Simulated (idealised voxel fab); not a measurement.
This is a process module. Its name is voxel self aligned contacts.
Section shown: cut. Width: 220 nm. Cell size: 5 nm, square.
The cross-sections in this document take the form of a grid made of square cells. They are written out as bands, in order from top to bottom. Each band consists of one or more rows of cells. Each band's line starts with the height of the band's top and of its bottom, in nm. Then come its materials from left to right, each with its width in nm. One material with "all across" fills the band from edge to edge. "empty" is empty space. A quick word on heights: they are counted from 0, and under that level the wafer as it came to us is one material throughout. The lowest band is different from the rest in having no bottom; it simply continues downward, written as in "0 nm and below". Quick explanation for "30 to 40": the width changes in equal steps down the rows of cells, from the first number in the band's top row to the second number in its bottom row. "same as before" means the step left every cell of the cross-section as it was. Voids not open to the top, 8 cells minimum: see "Sealed void listing". Written width x height at distance; distance is from the left edge; nm. What comes after the settings on a step's line is commentary from the simulator itself on that step. overlay nm: right-of-plan distance of the mask on a masked step; negative values mean left-of-plan.
## These are the steps we planned for the process
| 1 | RECEIVE [material Si] |
| 2 | OXIDIZE [depth nm 5] |
| 3 | DIRECTIONAL_DEP [material polySi] [thk nm 30] |
| 4 | DIRECTIONAL_DEP [material SiN] [thk nm 15] |
| 5 | MASKED_ETCH [tone cover] [mask id GATE] [width nm 30] [pitch nm 60] [etch materials SiN] [depth nm 15] [overlay nm 0] |
| 6 | MASKED_ETCH [tone cover] [mask id GATE] [width nm 30] [pitch nm 60] [etch materials polySi] [depth nm 30] [overlay nm 0] |
| 7 | CONFORMAL_DEP [material SiN] [thk nm 5] |
| 8 | DIRECTIONAL_ETCH [etch materials SiN] [depth nm 5] |
| 9 | FILL_DEP [material SiO2] [thk nm 15] |
| 10 | CMP [height nm 55] |
| 11 | PATTERN [tone open] [mask id CONTACT] [material resist] [width nm 40] [pitch nm 60] [thk nm 20] [overlay nm 0] |
| 12 | DIRECTIONAL_ETCH [etch materials SiO2] [depth nm 60] |
| 13 | STRIP [etch materials resist] |
| 14 | CONFORMAL_DEP [material TiN] [thk nm 5] |
| 15 | FILL_DEP [material W] [thk nm 5] |
| 16 | CMP [height nm 55] |
| 17 | CONFORMAL_DEP [material SiN] [thk nm 5] |
## On the first of the two wafers: run conducted according to plan
## Cross-section of the wafer at receipt, which is the condition after step 1
> 0 nm and below: Si all across
> Sealed void listing: none
## How the wafer stands in section after step 2
> 0 nm to -5 nm: SiO2 all across
> Below -5, no change.
## How the wafer stands in section after step 3
> 30 nm to 0 nm: polySi all across
> Below 0, no change.
## How the wafer stands in section after step 4
> 45 nm to 30 nm: SiN all across
> Below 30, no change.
## How the wafer stands in section after step 5
> 45 nm to 30 nm: 35 nm empty, 30 nm SiN, 30 nm empty, 30 nm SiN, 30 nm empty, 30 nm SiN, 35 nm empty
> Below 30, no change.
## How the wafer stands in section after step 6
> 45 nm to 30 nm: 35 nm empty, 30 nm SiN, 30 nm empty, 30 nm SiN, 30 nm empty, 30 nm SiN, 35 nm empty
> 30 nm to 0 nm: 35 nm empty, 30 nm polySi, 30 nm empty, 30 nm polySi, 30 nm empty, 30 nm polySi, 35 nm empty
> Below 0, no change.
## How the wafer stands in section after step 7
> 50 nm to 30 nm: 30 nm empty, 40 nm SiN, 20 nm empty, 40 nm SiN, 20 nm empty, 40 nm SiN, 30 nm empty
> 30 nm to 5 nm: 30 nm empty, 5 nm SiN, 30 nm polySi, 5 nm SiN, 20 nm empty, 5 nm SiN, 30 nm polySi, 5 nm SiN, 20 nm empty, 5 nm SiN, 30 nm polySi, 5 nm SiN, 30 nm empty
> 5 nm to 0 nm: 35 nm SiN, 30 nm polySi, 30 nm SiN, 30 nm polySi, 30 nm SiN, 30 nm polySi, 35 nm SiN
> Below 0, no change.
## How the wafer stands in section after step 8
> 45 nm to 30 nm: 30 nm empty, 40 nm SiN, 20 nm empty, 40 nm SiN, 20 nm empty, 40 nm SiN, 30 nm empty
> 30 nm to 0 nm: 30 nm empty, 5 nm SiN, 30 nm polySi, 5 nm SiN, 20 nm empty, 5 nm SiN, 30 nm polySi, 5 nm SiN, 20 nm empty, 5 nm SiN, 30 nm polySi, 5 nm SiN, 30 nm empty
> Below 0, no change.
## How the wafer stands in section after step 9
> 60 nm to 45 nm: SiO2 all across
> 45 nm to 30 nm: 30 nm SiO2, 40 nm SiN, 20 nm SiO2, 40 nm SiN, 20 nm SiO2, 40 nm SiN, 30 nm SiO2
> 30 nm to 0 nm: 30 nm SiO2, 5 nm SiN, 30 nm polySi, 5 nm SiN, 20 nm SiO2, 5 nm SiN, 30 nm polySi, 5 nm SiN, 20 nm SiO2, 5 nm SiN, 30 nm polySi, 5 nm SiN, 30 nm SiO2
> Below 0, no change.
## How the wafer stands in section after step 10
> 55 nm to 45 nm: SiO2 all across
> Below 45, no change.
## How the wafer stands in section after step 11
> 75 nm to 55 nm: 60 nm resist, 40 nm empty, 20 nm resist, 40 nm empty, 60 nm resist
> Below 55, no change.
## How the wafer stands in section after step 12
> 75 nm to 55 nm: 60 nm resist, 40 nm empty, 20 nm resist, 40 nm empty, 60 nm resist
> 55 nm to 45 nm: 60 nm SiO2, 40 nm empty, 20 nm SiO2, 40 nm empty, 60 nm SiO2
> 45 nm to 30 nm: 30 nm SiO2, 40 nm SiN, 20 nm empty, 40 nm SiN, 20 nm empty, 40 nm SiN, 30 nm SiO2
> 30 nm to 0 nm: 30 nm SiO2, 5 nm SiN, 30 nm polySi, 5 nm SiN, 20 nm empty, 5 nm SiN, 30 nm polySi, 5 nm SiN, 20 nm empty, 5 nm SiN, 30 nm polySi, 5 nm SiN, 30 nm SiO2
> 0 nm to -5 nm: 70 nm SiO2, 20 nm empty, 40 nm SiO2, 20 nm empty, 70 nm SiO2
> Below -5, no change.
## How the wafer stands in section after step 13
> 55 nm to 45 nm: 60 nm SiO2, 40 nm empty, 20 nm SiO2, 40 nm empty, 60 nm SiO2
> Below 45, no change.
## How the wafer stands in section after step 14
> 60 nm to 55 nm: 65 nm TiN, 30 nm empty, 30 nm TiN, 30 nm empty, 65 nm TiN
> 55 nm to 45 nm: 60 nm SiO2, 5 to 15 nm TiN, 30 to 10 nm empty, 5 to 15 nm TiN, 20 nm SiO2, 5 to 15 nm TiN, 30 to 10 nm empty, 5 to 15 nm TiN, 60 nm SiO2
> 45 nm to 30 nm: 30 nm SiO2, 40 nm SiN, 5 nm TiN, 10 nm empty, 5 nm TiN, 40 nm SiN, 5 nm TiN, 10 nm empty, 5 nm TiN, 40 nm SiN, 30 nm SiO2
> 30 nm to 0 nm: 30 nm SiO2, 5 nm SiN, 30 nm polySi, 5 nm SiN, 5 nm TiN, 10 nm empty, 5 nm TiN, 5 nm SiN, 30 nm polySi, 5 nm SiN, 5 nm TiN, 10 nm empty, 5 nm TiN, 5 nm SiN, 30 nm polySi, 5 nm SiN, 30 nm SiO2
> 0 nm to -5 nm: 70 nm SiO2, 20 nm TiN, 40 nm SiO2, 20 nm TiN, 70 nm SiO2
> Below -5, no change.
## How the wafer stands in section after step 15
> 65 nm to 60 nm: W all across
> 60 nm to 55 nm: 65 nm TiN, 30 nm W, 30 nm TiN, 30 nm W, 65 nm TiN
> 55 nm to 45 nm: 60 nm SiO2, 5 to 15 nm TiN, 30 to 10 nm W, 5 to 15 nm TiN, 20 nm SiO2, 5 to 15 nm TiN, 30 to 10 nm W, 5 to 15 nm TiN, 60 nm SiO2
> 45 nm to 30 nm: 30 nm SiO2, 40 nm SiN, 5 nm TiN, 10 nm W, 5 nm TiN, 40 nm SiN, 5 nm TiN, 10 nm W, 5 nm TiN, 40 nm SiN, 30 nm SiO2
> 30 nm to 0 nm: 30 nm SiO2, 5 nm SiN, 30 nm polySi, 5 nm SiN, 5 nm TiN, 10 nm W, 5 nm TiN, 5 nm SiN, 30 nm polySi, 5 nm SiN, 5 nm TiN, 10 nm W, 5 nm TiN, 5 nm SiN, 30 nm polySi, 5 nm SiN, 30 nm SiO2
> Below 0, no change.
## How the wafer stands in section after step 16
> 55 nm to 45 nm: 60 nm SiO2, 5 to 15 nm TiN, 30 to 10 nm W, 5 to 15 nm TiN, 20 nm SiO2, 5 to 15 nm TiN, 30 to 10 nm W, 5 to 15 nm TiN, 60 nm SiO2
> Below 45, no change.
## How the wafer stands in section after step 17
> 60 nm to 55 nm: SiN all across
> Below 55, no change.
## The second wafer was prepared from the same starting point and under the same plan as the first; its processing contained one mistake, and it remains indistinguishable from the first wafer up to and including step 3
## Second wafer shown in cross-section at the time step 4 was slated to end
> 50 nm to 30 nm: SiN all across
> Below 30, no change.
## Second wafer shown in cross-section at the time step 5 was slated to end
> 50 nm to 35 nm: 35 nm empty, 30 nm SiN, 30 nm empty, 30 nm SiN, 30 nm empty, 30 nm SiN, 35 nm empty
> Below 35, no change.
Second wafer shown in cross-section at the time step 6 was slated to end: same as before
## Second wafer shown in cross-section at the time step 7 was slated to end
> 55 nm to 40 nm: 30 nm empty, 40 nm SiN, 20 nm empty, 40 nm SiN, 20 nm empty, 40 nm SiN, 30 nm empty
> 40 nm to 30 nm: SiN all across
> Below 30, no change.
## Second wafer shown in cross-section at the time step 8 was slated to end
> 50 nm to 35 nm: 30 nm empty, 40 nm SiN, 20 nm empty, 40 nm SiN, 20 nm empty, 40 nm SiN, 30 nm empty
> Below 35, no change.
## Second wafer shown in cross-section at the time step 9 was slated to end
> 65 nm to 50 nm: SiO2 all across
> 50 nm to 35 nm: 30 nm SiO2, 40 nm SiN, 20 nm SiO2, 40 nm SiN, 20 nm SiO2, 40 nm SiN, 30 nm SiO2
> Below 35, no change.
## Second wafer shown in cross-section at the time step 10 was slated to end
> 55 nm to 50 nm: SiO2 all across
> Below 50, no change.
## Second wafer shown in cross-section at the time step 11 was slated to end
> 75 nm to 55 nm: 60 nm resist, 40 nm empty, 20 nm resist, 40 nm empty, 60 nm resist
> Below 55, no change.
## Second wafer shown in cross-section at the time step 12 was slated to end
> 75 nm to 55 nm: 60 nm resist, 40 nm empty, 20 nm resist, 40 nm empty, 60 nm resist
> 55 nm to 50 nm: 60 nm SiO2, 40 nm empty, 20 nm SiO2, 40 nm empty, 60 nm SiO2
> 50 nm to 35 nm: 30 nm SiO2, 40 nm SiN, 20 nm empty, 40 nm SiN, 20 nm empty, 40 nm SiN, 30 nm SiO2
> Below 35, no change.
## Second wafer shown in cross-section at the time step 13 was slated to end
> 55 nm to 50 nm: 60 nm SiO2, 40 nm empty, 20 nm SiO2, 40 nm empty, 60 nm SiO2
> Below 50, no change.
## Second wafer shown in cross-section at the time step 14 was slated to end
> 60 nm to 55 nm: 65 nm TiN, 30 nm empty, 30 nm TiN, 30 nm empty, 65 nm TiN
> 55 nm to 50 nm: 60 nm SiO2, 15 nm TiN, 10 nm empty, 15 nm TiN, 20 nm SiO2, 15 nm TiN, 10 nm empty, 15 nm TiN, 60 nm SiO2
> 50 nm to 40 nm: 30 nm SiO2, 40 nm SiN, 5 nm TiN, 10 nm empty, 5 nm TiN, 40 nm SiN, 5 nm TiN, 10 nm empty, 5 nm TiN, 40 nm SiN, 30 nm SiO2
> 40 nm to 35 nm: 30 nm SiO2, 40 nm SiN, 20 nm TiN, 40 nm SiN, 20 nm TiN, 40 nm SiN, 30 nm SiO2
> Below 35, no change.
## Second wafer shown in cross-section at the time step 15 was slated to end
> 65 nm to 60 nm: W all across
> 60 nm to 55 nm: 65 nm TiN, 30 nm W, 30 nm TiN, 30 nm W, 65 nm TiN
> 55 nm to 50 nm: 60 nm SiO2, 15 nm TiN, 10 nm W, 15 nm TiN, 20 nm SiO2, 15 nm TiN, 10 nm W, 15 nm TiN, 60 nm SiO2
> 50 nm to 40 nm: 30 nm SiO2, 40 nm SiN, 5 nm TiN, 10 nm W, 5 nm TiN, 40 nm SiN, 5 nm TiN, 10 nm W, 5 nm TiN, 40 nm SiN, 30 nm SiO2
> Below 40, no change.
## Second wafer shown in cross-section at the time step 16 was slated to end
> 55 nm to 50 nm: 60 nm SiO2, 15 nm TiN, 10 nm W, 15 nm TiN, 20 nm SiO2, 15 nm TiN, 10 nm W, 15 nm TiN, 60 nm SiO2
> Below 50, no change.
## Second wafer shown in cross-section at the time step 17 was slated to end
> 60 nm to 55 nm: SiN all across
> Below 55, no change.
The mistake made against the process plan was this: step 4 was run on a setting that differed from the plan, and what really ran there is DIRECTIONAL_DEP [material SiN] [thk nm 20]
Wrapping up, a cell-based count of both wafers puts the second over or under the first for these materials: +8 SiN | -92 SiO2 | -32 TiN | -40 W | +156 polySi
